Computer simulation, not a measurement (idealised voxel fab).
process module | voxel self aligned contacts
Square cells of 5 nm make up the cross-section cut, whose width is 240 nm.
In this document a cross-section is written as a grid of square cells. It is given as a series of bands, listed from the top down, and a band is one or more rows of cells.
Basically the band line says how high the top is and how high the bottom is, in nm, and then what's in it from left to right, every material with its width in nm. Empty space shows up as "air", and if a single material carries "throughout" it runs the full band edge to edge.
For the purposes of this specification, 0 denotes the height below which the wafer in its as-received condition is composed wholly of one material, and the lowermost band, lacking a lower limit, extends downward without end, as expressed in "from 0 down".
Width spec "30->40" -> top row of cells at first value, bottom row at second value, equal per-row change in between.
You'll sometimes find "no modification" written for a step, and that's the way of saying that nowhere in the cross-section did a cell change during that step.
Each empty space that has no open way to the top and spans at least 8 cells appears under "Closed empty spaces" as width x height at distance, the distance counted from the left edge, all in nm.
Read whatever lies past the settings on a step's line as the simulator's own remark about the step.
The "overlay nm" setting may appear on a step's line; for a step that uses a mask, it gives how far to the right of its planned position the mask lay, and a negative value indicates the left.
Process steps - plan
- 1: RECEIVE,material Si
- 2: CONFORMAL_DEP,material SiO2,thk nm 5
- 3: DIRECTIONAL_DEP,material polySi,thk nm 20
- 4: DIRECTIONAL_DEP,material SiN,thk nm 20
- 5: MASKED_ETCH,tone cover,mask id GATE,width nm 25,pitch nm 65,etch materials SiN,depth nm 20,overlay nm 0
- 6: MASKED_ETCH,tone cover,mask id GATE,width nm 25,pitch nm 65,etch materials polySi,depth nm 20,overlay nm 0
- 7: CONFORMAL_DEP,material SiN,thk nm 10
- 8: DIRECTIONAL_ETCH,etch materials SiN,depth nm 10
- 9: FILL_DEP,material SiO2,thk nm 10
- 10: CMP,height nm 50
- 11: DIRECTIONAL_DEP,material aC,thk nm 15
- 12: PATTERN,tone open,mask id CONTACT,material resist,width nm 40,pitch nm 65,thk nm 30,overlay nm 0
- 13: DIRECTIONAL_ETCH,etch materials aC,depth nm 15
- 14: STRIP,etch materials resist
- 15: DIRECTIONAL_ETCH,etch materials SiO2,depth nm 50
- 16: STRIP,etch materials aC
- 17: CONFORMAL_DEP,material TiN,thk nm 5
- 18: FILL_DEP,material Ru,thk nm 10
- 19: CMP,height nm 50
- 20: CONFORMAL_DEP,material SiN,thk nm 5
The plan's step 12 width nm is the first wafer's value; the wafers differ in this setting and start identical.
As-received state after step 1, first of several wafers, cross-section
	from 0 down: Si throughout
	Closed empty spaces: none
Wafer cross-section (first of several) - module end, post step 20 (last step)
	from 55 to 50: SiN throughout
	from 50 to 45: SiO2: 65  TiN: 15  Ru: 10  TiN: 15  SiO2: 25  TiN: 15  Ru: 10  TiN: 15  SiO2: 70
	from 45 to 25: SiO2: 30  SiN: 45  TiN: 5  Ru: 10  TiN: 5  SiN: 45  TiN: 5  Ru: 10  TiN: 5  SiN: 45  SiO2: 35
	from 25 to 5: SiO2: 30  SiN: 10  polySi: 25  SiN: 10  TiN: 5  Ru: 10  TiN: 5  SiN: 10  polySi: 25  SiN: 10  TiN: 5  Ru: 10  TiN: 5  SiN: 10  polySi: 25  SiN: 10  SiO2: 35
	from 5 to 0: SiO2: 75  TiN: 20  SiO2: 45  TiN: 20  SiO2: 80
	from 0 down: Si throughout
	Closed empty spaces: none
Cross-section, module end, final of several wafers
	from 55 to 50: SiN throughout
	from 50 to 45: SiO2: 60  TiN: 20  Ru: 10  TiN: 20  SiO2: 15  TiN: 20  Ru: 10  TiN: 20  SiO2: 65
	from 45 to 25: SiO2: 30  SiN: 45  TiN: 5  Ru: 10  TiN: 5  SiN: 45  TiN: 5  Ru: 10  TiN: 5  SiN: 45  SiO2: 35
	from 25 to 5: SiO2: 30  SiN: 10  polySi: 25  SiN: 10  TiN: 5  Ru: 10  TiN: 5  SiN: 10  polySi: 25  SiN: 10  TiN: 5  Ru: 10  TiN: 5  SiN: 10  polySi: 25  SiN: 10  SiO2: 35
	from 5 to 0: SiO2: 75  TiN: 20  SiO2: 45  TiN: 20  SiO2: 80
	from 0 down: Si throughout
	Closed empty spaces: none
Below is a per-wafer table. In it, each row describes the wafer at the end of the module by giving, for each material, the number of cells gained (+) or lost (-) since the wafer was received, and after that the closed voids of the wafer
width nm 40 | +36 Ru | +204 SiN | +176 SiO2 | +52 TiN | +60 polySi | Closed empty spaces: none
width nm 45 | +36 Ru | +204 SiN | +174 SiO2 | +54 TiN | +60 polySi | Closed empty spaces: none
width nm 50 | +36 Ru | +204 SiN | +172 SiO2 | +56 TiN | +60 polySi | Closed empty spaces: none
